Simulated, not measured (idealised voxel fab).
A process module follows: voxel tone inversion.
Cross-section cut: width 150 nm, square cells of 5 nm.
Each cross-section below is a grid of square cells, stated as bands in top-down order, with one or more rows of cells making up each band. Within each band entry, the heights of the top and of the bottom of the band appear first, in that order and in nm; the materials of the band then follow from left to right, each with its corresponding width in nm. The designation "full width" on a single material indicates that it fills the band from edge to edge; the designation "air" indicates empty space. Note: height 0 marks the level under which the wafer is uniformly one material as received. Lowest band unbounded below, written "0 nm and below". Top row gets the first number, bottom row gets the second, and each row in between changes by the same step: that is how a band width like "30 to 40" works. No cell of the cross-section changed in a step that is given as "nothing altered". "Unvented cavities" specifies each empty space that is not open to the top and that occupies no fewer than 8 cells, using the form width x height at distance, the distance measured from the left edge and all three quantities in nm. Where a step's line continues beyond its settings, the continuation is a remark by the simulator itself on that step. If you see "overlay nm" on a step's line and that step has a mask, it's telling you how far right of where it was planned the mask ended up; a negative number means it went left instead.

### Planned process steps
step 1: RECEIVE,material Si
step 2: CONFORMAL_DEP,material SiCN,thk nm 5
step 3: DIRECTIONAL_DEP,material polySi,thk nm 20
step 4: PATTERN,tone cover,mask id POSTS,material resist,width nm 15,pitch nm 30,thk nm 25,overlay nm -15
step 5: DIRECTIONAL_ETCH,etch materials polySi,depth nm 20
step 6: STRIP,etch materials resist
step 7: FILL_DEP,material lowk,thk nm 10
step 8: CMP,height nm 25
step 9: STRIP,etch materials polySi
step 10: CONFORMAL_DEP,material TiN,thk nm 5
step 11: FILL_DEP,material W,thk nm 5
step 12: CMP,height nm 25
step 13: CONFORMAL_DEP,material SiCN,thk nm 5
What sets these wafers apart? The overlay nm at step 4. They all start alike, and the plan carries the first wafer's value.

### Incoming state of the first of several wafers in cross-section: after step 1
    0 nm and below = Si full width
    Unvented cavities: none

### After the module's final step, step 13: the first of several wafers in cross-section
    30 nm to 25 nm = SiCN full width
    25 nm to 10 nm = 35 lowk, then 5 TiN, then 5 W, then 5 TiN, then 15 lowk, then 5 TiN, then 5 W, then 5 TiN, then 70 lowk
    10 nm to 5 nm = 35 lowk, then 15 TiN, then 15 lowk, then 15 TiN, then 70 lowk
    5 nm to 0 nm = SiCN full width
    0 nm and below = Si full width
    Unvented cavities: none

### Cross-section of the last wafer at end of module
    30 nm to 25 nm = SiCN full width
    25 nm to 10 nm = 65 lowk, then 5 TiN, then 5 W, then 5 TiN, then 15 lowk, then 5 TiN, then 5 W, then 5 TiN, then 40 lowk
    10 nm to 5 nm = 65 lowk, then 15 TiN, then 15 lowk, then 15 TiN, then 40 lowk
    5 nm to 0 nm = SiCN full width
    0 nm and below = Si full width
    Unvented cavities: none

### For your reference, the table is organized with a row per wafer; each row reflects the wafer at the end of the module, indicating for each material the cells gained (+) or lost (-) since receipt, and thereafter its closed voids
overlay nm -15 | +60 SiCN | +18 TiN | +6 W | +96 lowk | Unvented cavities: none
overlay nm -10 | +60 SiCN | +18 TiN | +6 W | +96 lowk | Unvented cavities: none
overlay nm -5 | +60 SiCN | +18 TiN | +6 W | +96 lowk | Unvented cavities: none
overlay nm 0 | +60 SiCN | +18 TiN | +6 W | +96 lowk | Unvented cavities: none
overlay nm 5 | +60 SiCN | +18 TiN | +6 W | +96 lowk | Unvented cavities: none
overlay nm 10 | +60 SiCN | +18 TiN | +6 W | +96 lowk | Unvented cavities: none
overlay nm 15 | +60 SiCN | +18 TiN | +6 W | +96 lowk | Unvented cavities: none
